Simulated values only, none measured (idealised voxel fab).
The following is a process module called voxel quadruple lines.
The width of the displayed cross-section, cut, is 245 nm; its cells are square, with a size of 5 nm.
Cross-section spec: square-cell grid; bands listed top down; each band is one or more rows.
Heights first: top, then bottom, in nm. Then materials, left to right, each with a width in nm. "full width" on a single material: fills the band edge to edge. "empty": empty space.
We count height from 0. Below that, the starting wafer is all one material. The lowest band never ends at the bottom but goes on down; see "0 nm and below" for how that is written.
Read "30->40" as a graded width: first number on top, second number at the bottom, same change between each pair of neighbouring rows.
"nothing altered" for a step: no cell of the cross-section changed in that step.
Look at "Closed void entries" for the closed voids: empty spaces with no open path to the top, sized 8 cells or up. Each is width x height at distance, distance from the left edge, all nm.
On a step's line, text after the settings is the simulator commenting on that step.
overlay nm: mask right of planned place by this much (step with mask). Neg. = left.

The following list gives the planned process steps
1) RECEIVE [material Si]
2) CONFORMAL_DEP [material Al2O3] [thk nm 10]
3) DIRECTIONAL_DEP [material TiN] [thk nm 10]
4) DIRECTIONAL_DEP [material polySi] [thk nm 15]
5) DIRECTIONAL_DEP [material aC] [thk nm 25]
6) PATTERN [tone cover] [mask id MANDREL] [material resist] [width nm 25] [pitch nm 80] [thk nm 35] [overlay nm 0]
7) DIRECTIONAL_ETCH [etch materials aC] [depth nm 25]
8) STRIP [etch materials resist]
9) CONFORMAL_DEP [material SiO2] [thk nm 15]
10) DIRECTIONAL_ETCH [etch materials SiO2] [depth nm 15]
11) STRIP [etch materials aC]
12) DIRECTIONAL_ETCH [etch materials polySi] [depth nm 15]
13) STRIP [etch materials SiO2]
14) CONFORMAL_DEP [material SiN] [thk nm 5]
15) DIRECTIONAL_ETCH [etch materials SiN] [depth nm 5]
16) STRIP [etch materials polySi]
17) DIRECTIONAL_ETCH [etch materials TiN] [depth nm 10]
18) STRIP [etch materials SiN]

Cross-section, incoming material, after step 1
* 0 nm and below: Si full width
* Closed void entries: none

Here's the cross-section of the first of our two wafers at the end of the module - it ran as planned
* 20 nm to 10 nm: 50 of empty | 5 of TiN | 15 of empty | 5 of TiN | 15 of empty | 5 of TiN | 15 of empty | 5 of TiN | 15 of empty | 5 of TiN | 15 of empty | 5 of TiN | 15 of empty | 5 of TiN | 15 of empty | 5 of TiN | 50 of empty
* 10 nm to 0 nm: Al2O3 full width
* 0 nm and below: Si full width
* Closed void entries: none

Second wafer through the module, sectioned at the end: same beginning and same plan as the first wafer, with one mistake in carrying it out
* 20 nm to 15 nm: 50 of empty | 5 of TiN | 15 of empty | 5 of TiN | 15 of empty | 5 of TiN | 15 of empty | 5 of TiN | 15 of empty | 5 of TiN | 15 of empty | 5 of TiN | 15 of empty | 5 of TiN | 15 of empty | 5 of TiN | 50 of empty
* 15 nm to 10 nm: TiN full width
* 10 nm to 0 nm: Al2O3 full width
* 0 nm and below: Si full width
* Closed void entries: none
Plan not followed: step 17 did not use the planned setting and instead ran as DIRECTIONAL_ETCH [etch materials TiN] [depth nm 5]
Count the cells at the end and the second wafer has more or fewer of some materials than the first: TiN +41
